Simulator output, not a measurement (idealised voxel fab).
The process module presented herein is designated voxel air gaps.
FYI the section here is cut, 205 nm wide, cells are 5 nm squares.
Cross-sections here: square-cell grids, written as top-down lists of bands, a band being one or more rows of cells. It is stipulated that each band's entry specify, in nanometres, the height of the top of the band and then that of its bottom, followed by the materials of the band in left-to-right sequence, each together with its width in nanometres. A single material marked by the word "throughout" is understood to fill the band from edge to edge; the word "empty" is understood to denote empty space. Where do heights start? At 0: under that level the wafer as delivered is made of one material only. And the lowest band has no floor; it just carries on downward, as in "0..down". Think of "30->40" as a width that walks from the first number to the second as you go down the band, top row to bottom row, taking equal-sized steps from row to row. "same as before" -> step changed no cross-section cell. You'll see "Sealed void listing" listing empty spaces that have no way open to the top, as long as they're 8 cells or more; the notation is width x height at distance, where the distance is from the left edge, and all of it is in nm. Post-settings text on a step line: simulator's own remark regarding the step. "overlay nm" answers the question of how far to the right of plan the mask lay on a step that has a mask, and when it is negative the answer is to the left.
So here's the lineup of process steps we planned
- 1: RECEIVE | material Si
- 2: CONFORMAL_DEP | material SiO2 | thk nm 10
- 3: CONFORMAL_DEP | material SiN | thk nm 5
- 4: DIRECTIONAL_DEP | material SiO2 | thk nm 35
- 5: PATTERN | tone open | mask id LINES | material resist | width nm 25 | pitch nm 55 | thk nm 20 | overlay nm 0
- 6: DIRECTIONAL_ETCH | etch materials SiO2 | depth nm 35
- 7: STRIP | etch materials resist
- 8: CONFORMAL_DEP | material TiN | thk nm 5
- 9: FILL_DEP | material Ru | thk nm 5
- 10: CMP | height nm 50
- 11: EPI | material Ru | thk nm 10
- 12: SELECTIVE_ETCH | etch materials SiO2 | depth nm 45
- 13: CONFORMAL_DEP | material SiCN | thk nm 5
So this is the incoming wafer in cross-section - it's already been through step 1
* 0..down = Si throughout
* Sealed void listing: none
The first of two wafers, cross-sectioned at the end of the module, with the run proceeding as planned
* 65..60 = 20 empty | 165 SiCN | 20 empty
* 60..50 = 20 empty | 5 SiCN | 45 Ru | 10 SiCN | 45 Ru | 10 SiCN | 45 Ru | 5 SiCN | 20 empty
* 50..45 = 20 empty | 15 SiCN | 5 TiN | 15 Ru | 5 TiN | 30 SiCN | 5 TiN | 15 Ru | 5 TiN | 30 SiCN | 5 TiN | 15 Ru | 5 TiN | 15 SiCN | 20 empty
* 45..20 = 30 empty | 5 SiCN | 5 TiN | 15 Ru | 5 TiN | 5 SiCN | 20 empty | 5 SiCN | 5 TiN | 15 Ru | 5 TiN | 5 SiCN | 20 empty | 5 SiCN | 5 TiN | 15 Ru | 5 TiN | 5 SiCN | 30 empty
* 20..15 = 35 SiCN | 25 TiN | 30 SiCN | 25 TiN | 30 SiCN | 25 TiN | 35 SiCN
* 15..10 = SiN throughout
* 10..0 = SiO2 throughout
* 0..down = Si throughout
* Sealed void listing: 20 x 25 at 65; 20 x 25 at 120
End-of-module cross-section of the second wafer: identical starting point and process plan to the first, with one processing mistake
* 65..60 = 20 empty | 170 SiCN | 15 empty
* 60..50 = 20 empty | 5 SiCN | 50 Ru | 5 SiCN | 50 Ru | 5 SiCN | 50 Ru | 5 SiCN | 15 empty
* 50..45 = 20 empty | 15 SiCN | 5 TiN | 20 Ru | 5 TiN | 25 SiCN | 5 TiN | 20 Ru | 5 TiN | 25 SiCN | 5 TiN | 20 Ru | 5 TiN | 15 SiCN | 15 empty
* 45..20 = 30 empty | 5 SiCN | 5 TiN | 20 Ru | 5 TiN | 5 SiCN | 15 empty | 5 SiCN | 5 TiN | 20 Ru | 5 TiN | 5 SiCN | 15 empty | 5 SiCN | 5 TiN | 20 Ru | 5 TiN | 5 SiCN | 25 empty
* 20..15 = 35 SiCN | 30 TiN | 25 SiCN | 30 TiN | 25 SiCN | 30 TiN | 30 SiCN
* 15..10 = SiN throughout
* 10..0 = SiO2 throughout
* 0..down = Si throughout
* Sealed void listing: 15 x 25 at 70; 15 x 25 at 125
Finding, execution versus plan: step 5 did not happen as planned, as run it was PATTERN | tone open | mask id LINES | material resist | width nm 30 | pitch nm 55 | thk nm 20 | overlay nm 0
Bottom line after processing is that, in cells, the second wafer is up or down on some materials versus the first: Ru +24; SiCN -8; TiN +3
